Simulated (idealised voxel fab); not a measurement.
Process module under the name voxel wiring stack
We display cut, a cross-section 230 nm in width whose square cells are each 5 nm.
In what follows, cross-sections appear as grids of square cells, described through bands that run from the top down, where every band is one or more rows of cells. A band entry consists of two parts. The first gives the height of the band's top and the height of its bottom, in nm. The rest lists the band's materials from left to right, each with its width in nm. A single material labelled with the word "throughout" fills the band from edge to edge, and the word "empty" marks empty space. Basically, 0 is our baseline, since under it the wafer straight out of the box is all one material. The bottom band has no lower end and keeps on going down, so it looks like "0..down". With a width like "30 to 40", each row of cells in the band differs from the next by the same amount, the top row carrying the first number and the bottom row the second. What does "nothing changed" mean for a step? It means no cell of the cross-section changed in that step. In the "Closed internal voids" entry, you get each enclosed empty space of 8 cells or more, one with no open way to the top, written width x height at distance, distance from the left edge, in nm. Whatever follows a step's settings on its line is a remark the simulator itself makes about that step. On any step carrying a mask, the "overlay nm" setting, if present on the step's line, tells how far right of its planned place the mask lay; negative values point to the left.
THE FOLLOWING LIST GIVES THE PLANNED PROCESS STEPS
1,RECEIVE, material Si
2,CONFORMAL_DEP, material SiO2, thk nm 10
3,DIRECTIONAL_DEP, material TiN, thk nm 5
4,DIRECTIONAL_DEP, material W, thk nm 25
5,DIRECTIONAL_DEP, material aC, thk nm 15
6,PATTERN, tone cover, mask id METAL_1, material resist, width nm 20, pitch nm 45, thk nm 35, overlay nm 0
7,DIRECTIONAL_ETCH, etch materials aC, depth nm 15
8,STRIP, etch materials resist
9,DIRECTIONAL_ETCH, etch materials W, depth nm 25
10,DIRECTIONAL_ETCH, etch materials TiN, depth nm 5
11,STRIP, etch materials aC
12,CONFORMAL_DEP, material SiCN, thk nm 5
13,FILL_DEP, material lowk, thk nm 5
14,CMP, height nm 40
15,CONFORMAL_DEP, material SiCN, thk nm 5
16,DIRECTIONAL_DEP, material SiO2, thk nm 25
17,MASKED_ETCH, tone open, mask id METAL_2, width nm 20, pitch nm 45, etch materials SiO2, depth nm 15, overlay nm 0
18,PATTERN, tone open, mask id METAL_2_HOLES, material resist, width nm 15, pitch nm 90, thk nm 15, overlay nm 0
19,DIRECTIONAL_ETCH, etch materials SiO2, depth nm 10
20,DIRECTIONAL_ETCH, etch materials SiCN, depth nm 5
21,STRIP, etch materials resist
22,CONFORMAL_DEP, material TiN, thk nm 5
23,FILL_DEP, material Cu, thk nm 5
24,CMP, height nm 70
25,CONFORMAL_DEP, material SiCN, thk nm 5
WAFER CROSS-SECTION ON RECEIPT, I.E. AFTER STEP 1
  0..down = Si throughout
  Closed internal voids: none
A WAFER AT THE END: THIS START, THIS PLAN, ONE MISTAKE
  75..70 = SiCN throughout
  70..60 = SiO2 (35), TiN (5), Cu (10), TiN (5), SiO2 (25), TiN (5), Cu (10), TiN (5), SiO2 (25), TiN (5), Cu (10), TiN (5), SiO2 (25), TiN (5), Cu (10), TiN (5), SiO2 (40)
  60..55 = SiO2 (35), TiN (5), Cu (5), TiN (10), SiO2 (25), TiN (20), SiO2 (25), TiN (5), Cu (5), TiN (10), SiO2 (25), TiN (20), SiO2 (40)
  55..45 = SiO2 (35), TiN (5), Cu (5), TiN (5), SiO2 (75), TiN (5), Cu (5), TiN (5), SiO2 (90)
  45..40 = SiCN (35), TiN (15), SiCN (75), TiN (15), SiCN (90)
  40..15 = lowk (35), SiCN (5), W (15), SiCN (5), lowk (20), SiCN (5), W (15), SiCN (5), lowk (20), SiCN (5), W (15), SiCN (5), lowk (20), SiCN (5), W (15), SiCN (5), lowk (35)
  15..10 = SiCN (40), TiN (15), SiCN (30), TiN (15), SiCN (30), TiN (15), SiCN (30), TiN (15), SiCN (40)
  10..0 = SiO2 throughout
  0..down = Si throughout
  Closed internal voids: none
what went wrong: for step 6, the planned setting was not used; the step was instead run as PATTERN, tone cover, mask id METAL_1, material resist, width nm 15, pitch nm 45, thk nm 35, overlay nm 0
